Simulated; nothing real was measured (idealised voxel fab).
The process module presented herein is designated voxel self aligned contacts.
Displayed cross-section: cut, width of 200 nm, square cells sized 5 nm.
We lay out every cross-section as a grid of square cells and spell it out in bands from the top down, where one band means one or more rows of cells. The entry gives the band's vertical extent as a top height and a bottom height in nm, then its horizontal make-up as materials from left to right, each with a width in nm. "blank" stands for empty space; a single material marked "edge to edge" fills the band edge to edge. We count height from 0. Below that, the starting wafer is all one material. The lowest band never ends at the bottom but goes on down; see "0 and below" for how that is written. You'd read "30 to 40" like this: the band's top row of cells is as wide as the first number, its bottom row is as wide as the second, and going down, every row changes width by the same amount as the row before did. For the purposes of this document, the phrase "everything unchanged" attached to a step denotes that no cell within the cross-section was modified by that step. Listed in "Sealed internal voids": every empty space of 8 or more cells without an open way to the top. Form: width x height at distance, the distance being from the left edge, all in nm. Formally, on a step line, whatever follows the settings is a remark that the simulator itself makes on the step. The setting "overlay nm" may be written on the line of a step. When the step uses a mask, the value reports how far to the right of the planned place the mask lay, and a negative value reports that it lay to the left.
plan:
| 1 | RECEIVE,material Si |
| 2 | OXIDIZE,depth nm 5 |
| 3 | DIRECTIONAL_DEP,material polySi,thk nm 30 |
| 4 | DIRECTIONAL_DEP,material SiN,thk nm 15 |
| 5 | MASKED_ETCH,tone cover,mask id GATE,width nm 35,pitch nm 60,etch materials SiN,depth nm 15,overlay nm 0 |
| 6 | MASKED_ETCH,tone cover,mask id GATE,width nm 35,pitch nm 60,etch materials polySi,depth nm 30,overlay nm 0 |
| 7 | CONFORMAL_DEP,material SiN,thk nm 5 |
| 8 | DIRECTIONAL_ETCH,etch materials SiN,depth nm 5 |
| 9 | FILL_DEP,material SiO2,thk nm 20 |
| 10 | CMP,height nm 55 |
| 11 | MASKED_ETCH,tone open,mask id CONTACT,width nm 35,pitch nm 60,etch materials SiO2,depth nm 60,overlay nm 0 |
| 12 | CONFORMAL_DEP,material TiN,thk nm 5 |
| 13 | FILL_DEP,material W,thk nm 10 |
| 14 | CMP,height nm 55 |
| 15 | CONFORMAL_DEP,material SiN,thk nm 5 |
The first of the two wafers, which ran as planned:
Cross-section of the wafer upon arrival, representing the state reached after step 1:
    0 and below: Si edge to edge
    Sealed internal voids: none
After step 2: wafer cross-section:
    0 down to -5: SiO2 edge to edge
    Anything lower than -5 is untouched.
After step 3: wafer cross-section:
    30 down to 0: polySi edge to edge
    Anything lower than 0 is untouched.
After step 4: wafer cross-section:
    45 down to 30: SiN edge to edge
    Anything lower than 30 is untouched.
After step 5: wafer cross-section:
    45 down to 30: blank=20; SiN=35; blank=25; SiN=35; blank=25; SiN=35; blank=25
    Anything lower than 30 is untouched.
After step 6: wafer cross-section:
    45 down to 30: blank=20; SiN=35; blank=25; SiN=35; blank=25; SiN=35; blank=25
    30 down to 0: blank=20; polySi=35; blank=25; polySi=35; blank=25; polySi=35; blank=25
    Anything lower than 0 is untouched.
After step 7: wafer cross-section:
    50 down to 30: blank=15; SiN=45; blank=15; SiN=45; blank=15; SiN=45; blank=20
    30 down to 5: blank=15; SiN=5; polySi=35; SiN=5; blank=15; SiN=5; polySi=35; SiN=5; blank=15; SiN=5; polySi=35; SiN=5; blank=20
    5 down to 0: SiN=20; polySi=35; SiN=25; polySi=35; SiN=25; polySi=35; SiN=25
    Anything lower than 0 is untouched.
After step 8: wafer cross-section:
    45 down to 30: blank=15; SiN=45; blank=15; SiN=45; blank=15; SiN=45; blank=20
    30 down to 0: blank=15; SiN=5; polySi=35; SiN=5; blank=15; SiN=5; polySi=35; SiN=5; blank=15; SiN=5; polySi=35; SiN=5; blank=20
    Anything lower than 0 is untouched.
After step 9: wafer cross-section:
    65 down to 45: SiO2 edge to edge
    45 down to 30: SiO2=15; SiN=45; SiO2=15; SiN=45; SiO2=15; SiN=45; SiO2=20
    30 down to 0: SiO2=15; SiN=5; polySi=35; SiN=5; SiO2=15; SiN=5; polySi=35; SiN=5; SiO2=15; SiN=5; polySi=35; SiN=5; SiO2=20
    Anything lower than 0 is untouched.
After step 10: wafer cross-section:
    55 down to 45: SiO2 edge to edge
    Anything lower than 45 is untouched.
After step 11: wafer cross-section:
    55 down to 45: SiO2=50; blank=35; SiO2=25; blank=35; SiO2=55
    45 down to 30: SiO2=15; SiN=45; blank=15; SiN=45; blank=15; SiN=45; SiO2=20
    30 down to 0: SiO2=15; SiN=5; polySi=35; SiN=5; blank=15; SiN=5; polySi=35; SiN=5; blank=15; SiN=5; polySi=35; SiN=5; SiO2=20
    0 down to -5: SiO2=60; blank=15; SiO2=45; blank=15; SiO2=65
    Anything lower than -5 is untouched.
After step 12: wafer cross-section:
    60 down to 55: TiN=55; blank=25; TiN=35; blank=25; TiN=60
    55 down to 45: SiO2=50; TiN=5 to 15; blank=25 to 5; TiN=5 to 15; SiO2=25; TiN=5 to 15; blank=25 to 5; TiN=5 to 15; SiO2=55
    45 down to 30: SiO2=15; SiN=45; TiN=5; blank=5; TiN=5; SiN=45; TiN=5; blank=5; TiN=5; SiN=45; SiO2=20
    30 down to 0: SiO2=15; SiN=5; polySi=35; SiN=5; TiN=5; blank=5; TiN=5; SiN=5; polySi=35; SiN=5; TiN=5; blank=5; TiN=5; SiN=5; polySi=35; SiN=5; SiO2=20
    0 down to -5: SiO2=60; TiN=15; SiO2=45; TiN=15; SiO2=65
    Anything lower than -5 is untouched.
After step 13: wafer cross-section:
    70 down to 60: W edge to edge
    60 down to 55: TiN=55; W=25; TiN=35; W=25; TiN=60
    55 down to 45: SiO2=50; TiN=5 to 15; W=25 to 5; TiN=5 to 15; SiO2=25; TiN=5 to 15; W=25 to 5; TiN=5 to 15; SiO2=55
    45 down to 30: SiO2=15; SiN=45; TiN=5; W=5; TiN=5; SiN=45; TiN=5; W=5; TiN=5; SiN=45; SiO2=20
    30 down to 0: SiO2=15; SiN=5; polySi=35; SiN=5; TiN=5; W=5; TiN=5; SiN=5; polySi=35; SiN=5; TiN=5; W=5; TiN=5; SiN=5; polySi=35; SiN=5; SiO2=20
    Anything lower than 0 is untouched.
After step 14: wafer cross-section:
    55 down to 45: SiO2=50; TiN=5 to 15; W=25 to 5; TiN=5 to 15; SiO2=25; TiN=5 to 15; W=25 to 5; TiN=5 to 15; SiO2=55
    Anything lower than 45 is untouched.
After step 15: wafer cross-section:
    60 down to 55: SiN edge to edge
    Anything lower than 55 is untouched.
The second wafer was prepared from the same starting point and under the same plan as the first; its processing contained one mistake, and it remains indistinguishable from the first wafer up to and including step 6:
Cross-sectional representation of the second wafer at the time designated in the plan for the completion of step 7:
    40 down to 30: blank=20; SiN=35; blank=25; SiN=35; blank=25; SiN=35; blank=25
    Anything lower than 30 is untouched.
Cross-sectional representation of the second wafer at the time designated in the plan for the completion of step 8:
    45 down to 30: blank=15; SiN=45; blank=15; SiN=45; blank=15; SiN=45; blank=20
    30 down to 5: blank=15; SiN=5; polySi=35; SiN=5; blank=15; SiN=5; polySi=35; SiN=5; blank=15; SiN=5; polySi=35; SiN=5; blank=20
    5 down to 0: SiN=20; polySi=35; SiN=25; polySi=35; SiN=25; polySi=35; SiN=25
    Anything lower than 0 is untouched.
Cross-sectional representation of the second wafer at the time designated in the plan for the completion of step 9:
    65 down to 45: SiO2 edge to edge
    45 down to 30: SiO2=15; SiN=45; SiO2=15; SiN=45; SiO2=15; SiN=45; SiO2=20
    30 down to 5: SiO2=15; SiN=5; polySi=35; SiN=5; SiO2=15; SiN=5; polySi=35; SiN=5; SiO2=15; SiN=5; polySi=35; SiN=5; SiO2=20
    Anything lower than 5 is untouched.
Cross-sectional representation of the second wafer at the time designated in the plan for the completion of step 10:
    55 down to 45: SiO2 edge to edge
    Anything lower than 45 is untouched.
Cross-sectional representation of the second wafer at the time designated in the plan for the completion of step 11:
    55 down to 45: SiO2=50; blank=35; SiO2=25; blank=35; SiO2=55
    45 down to 30: SiO2=15; SiN=45; blank=15; SiN=45; blank=15; SiN=45; SiO2=20
    30 down to 5: SiO2=15; SiN=5; polySi=35; SiN=5; blank=15; SiN=5; polySi=35; SiN=5; blank=15; SiN=5; polySi=35; SiN=5; SiO2=20
    Anything lower than 5 is untouched.
Cross-sectional representation of the second wafer at the time designated in the plan for the completion of step 12:
    60 down to 55: TiN=55; blank=25; TiN=35; blank=25; TiN=60
    55 down to 45: SiO2=50; TiN=5 to 15; blank=25 to 5; TiN=5 to 15; SiO2=25; TiN=5 to 15; blank=25 to 5; TiN=5 to 15; SiO2=55
    45 down to 30: SiO2=15; SiN=45; TiN=5; blank=5; TiN=5; SiN=45; TiN=5; blank=5; TiN=5; SiN=45; SiO2=20
    30 down to 10: SiO2=15; SiN=5; polySi=35; SiN=5; TiN=5; blank=5; TiN=5; SiN=5; polySi=35; SiN=5; TiN=5; blank=5; TiN=5; SiN=5; polySi=35; SiN=5; SiO2=20
    10 down to 5: SiO2=15; SiN=5; polySi=35; SiN=5; TiN=15; SiN=5; polySi=35; SiN=5; TiN=15; SiN=5; polySi=35; SiN=5; SiO2=20
    Anything lower than 5 is untouched.
Cross-sectional representation of the second wafer at the time designated in the plan for the completion of step 13:
    70 down to 60: W edge to edge
    60 down to 55: TiN=55; W=25; TiN=35; W=25; TiN=60
    55 down to 45: SiO2=50; TiN=5 to 15; W=25 to 5; TiN=5 to 15; SiO2=25; TiN=5 to 15; W=25 to 5; TiN=5 to 15; SiO2=55
    45 down to 30: SiO2=15; SiN=45; TiN=5; W=5; TiN=5; SiN=45; TiN=5; W=5; TiN=5; SiN=45; SiO2=20
    30 down to 10: SiO2=15; SiN=5; polySi=35; SiN=5; TiN=5; W=5; TiN=5; SiN=5; polySi=35; SiN=5; TiN=5; W=5; TiN=5; SiN=5; polySi=35; SiN=5; SiO2=20
    Anything lower than 10 is untouched.
Cross-sectional representation of the second wafer at the time designated in the plan for the completion of step 14:
    55 down to 45: SiO2=50; TiN=5 to 15; W=25 to 5; TiN=5 to 15; SiO2=25; TiN=5 to 15; W=25 to 5; TiN=5 to 15; SiO2=55
    Anything lower than 45 is untouched.
Cross-sectional representation of the second wafer at the time designated in the plan for the completion of step 15:
    60 down to 55: SiN edge to edge
    Anything lower than 55 is untouched.
what went wrong: the intended sequence of steps 7 and 8 was reversed during processing, with each occupying the position of the other
Materials where the second wafer ends with more or fewer cells than the first: SiN: 13 more | SiO2: 1 fewer | TiN: 8 fewer | W: 4 fewer
